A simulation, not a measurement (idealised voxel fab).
Presented below is a process module, voxel gate over fins.
FYI the section here is cut, 220 nm wide, cells are 5 nm squares.
We lay out every cross-section as a grid of square cells and spell it out in bands from the top down, where one band means one or more rows of cells.
Heights first: top, then bottom, in nm. Then materials, left to right, each with a width in nm. "all across" on a single material: fills the band edge to edge. "blank": empty space.
Heights are reckoned from 0. Under this level, the received wafer is all of one material. The bottommost band is open-ended downward, for example "0 -> down".
Per-row width for "30->40": begins at first number (top row of band), ends at second number (bottom row), increment between rows held constant.
For the purposes of this document, the phrase "changes: none" attached to a step denotes that no cell within the cross-section was modified by that step.
Look at "Cavities, sealed" for the closed voids: empty spaces with no open path to the top, sized 8 cells or up. Each is width x height at distance, distance from the left edge, all nm.
On a step's line, text after the settings is the simulator commenting on that step.
The "overlay nm" setting may appear on a step's line; for a step that uses a mask, it gives how far to the right of its planned position the mask lay, and a negative value indicates the left.

Planned step list for the process
1. RECEIVE | material Si
2. CONFORMAL_DEP | material SiN | thk nm 10
3. DIRECTIONAL_DEP | material aC | thk nm 15
4. PATTERN | tone cover | mask id FINS | material resist | width nm 15 | pitch nm 40 | thk nm 35 | overlay nm 0
5. DIRECTIONAL_ETCH | etch materials aC | depth nm 15
6. STRIP | etch materials resist
7. DIRECTIONAL_ETCH | etch materials SiN | depth nm 10
8. DIRECTIONAL_ETCH | etch materials Si | depth nm 40
9. STRIP | etch materials aC
10. OXIDIZE | depth nm 5
11. FILL_DEP | material SiO2 | thk nm 5
12. CMP | height nm 10
13. SELECTIVE_ETCH | etch materials SiO2 | depth nm 25
14. STRIP | etch materials SiN
15. CONFORMAL_DEP | material HfO2 | thk nm 5
16. CONFORMAL_DEP | material TiN | thk nm 5
17. CONFORMAL_DEP | material TiAl | thk nm 5
18. CONFORMAL_DEP | material TiN | thk nm 5
19. FILL_DEP | material W | thk nm 15
20. CMP | height nm 30
21. CONFORMAL_DEP | material SiCN | thk nm 5

as received, after step 1
* 0 -> down = Si all across
* Cavities, sealed: none

End-of-module XS, first of two wafers, run as planned
* 35 -> 30 = SiCN all across
* 30 -> 20 = W all across
* 20 -> 15 = W (25), TiN (165), W (30)
* 15 -> 10 = W (25), TiN (5), TiAl (35), TiN (5), TiAl (35), TiN (5), TiAl (35), TiN (5), TiAl (35), TiN (5), W (30)
* 10 -> 5 = W (25), TiN (5), TiAl (5), TiN (25), TiAl (5), TiN (5), TiAl (5), TiN (25), TiAl (5), TiN (5), TiAl (5), TiN (25), TiAl (5), TiN (5), TiAl (5), TiN (25), TiAl (5), TiN (5), W (30)
* 5 -> 0 = TiN (30), TiAl (5), TiN (5), HfO2 (15), TiN (5), TiAl (5), TiN (5), TiAl (5), TiN (5), HfO2 (15), TiN (5), TiAl (5), TiN (5), TiAl (5), TiN (5), HfO2 (15), TiN (5), TiAl (5), TiN (5), TiAl (5), TiN (5), HfO2 (15), TiN (5), TiAl (5), TiN (35)
* 0 -> -5 = TiAl (35), TiN (5), HfO2 (5), Si (5), HfO2 (5), TiN (5), TiAl (15), TiN (5), HfO2 (5), Si (5), HfO2 (5), TiN (5), TiAl (15), TiN (5), HfO2 (5), Si (5), HfO2 (5), TiN (5), TiAl (15), TiN (5), HfO2 (5), Si (5), HfO2 (5), TiN (5), TiAl (40)
* -5 -> -10 = TiN (40), HfO2 (5), Si (5), HfO2 (5), TiN (25), HfO2 (5), Si (5), HfO2 (5), TiN (25), HfO2 (5), Si (5), HfO2 (5), TiN (25), HfO2 (5), Si (5), HfO2 (5), TiN (45)
* -10 -> -15 = HfO2 (45), Si (5), HfO2 (35), Si (5), HfO2 (35), Si (5), HfO2 (35), Si (5), HfO2 (50)
* -15 -> -45 = SiO2 (45), Si (5), SiO2 (35), Si (5), SiO2 (35), Si (5), SiO2 (35), Si (5), SiO2 (50)
* -45 -> down = Si all across
* Cavities, sealed: none

Second wafer of the two, sectioned at the end of the module. It began like the first and followed the same plan, but one mistake was made while running it
* 35 -> 30 = SiCN all across
* 30 -> 20 = W all across
* 20 -> 15 = W (25), TiN (165), W (30)
* 15 -> 10 = W (25), TiN (5), TiAl (35), TiN (5), TiAl (35), TiN (5), TiAl (35), TiN (5), TiAl (35), TiN (5), W (30)
* 10 -> 5 = W (25), TiN (5), TiAl (5), TiN (25), TiAl (5), TiN (5), TiAl (5), TiN (25), TiAl (5), TiN (5), TiAl (5), TiN (25), TiAl (5), TiN (5), TiAl (5), TiN (25), TiAl (5), TiN (5), W (30)
* 5 -> 0 = TiN (30), TiAl (5), TiN (5), SiN (15), TiN (5), TiAl (5), TiN (5), TiAl (5), TiN (5), SiN (15), TiN (5), TiAl (5), TiN (5), TiAl (5), TiN (5), SiN (15), TiN (5), TiAl (5), TiN (5), TiAl (5), TiN (5), SiN (15), TiN (5), TiAl (5), TiN (35)
* 0 -> -5 = TiAl (35), TiN (5), SiN (5), Si (5), SiN (5), TiN (5), TiAl (15), TiN (5), SiN (5), Si (5), SiN (5), TiN (5), TiAl (15), TiN (5), SiN (5), Si (5), SiN (5), TiN (5), TiAl (15), TiN (5), SiN (5), Si (5), SiN (5), TiN (5), TiAl (40)
* -5 -> -10 = TiN (40), SiN (5), Si (5), SiN (5), TiN (25), SiN (5), Si (5), SiN (5), TiN (25), SiN (5), Si (5), SiN (5), TiN (25), SiN (5), Si (5), SiN (5), TiN (45)
* -10 -> -15 = SiN (45), Si (5), SiN (35), Si (5), SiN (35), Si (5), SiN (35), Si (5), SiN (50)
* -15 -> -45 = SiO2 (45), Si (5), SiO2 (35), Si (5), SiO2 (35), Si (5), SiO2 (35), Si (5), SiO2 (50)
* -45 -> down = Si all across
* Cavities, sealed: none
Against the plan, the run slipped here: planned and actual differ for step 15; actual: CONFORMAL_DEP | material SiN | thk nm 5
Per the end-of-run cell counts, the second wafer holds more or fewer of some materials than the first: HfO2: 68 fewer | SiN: 68 more
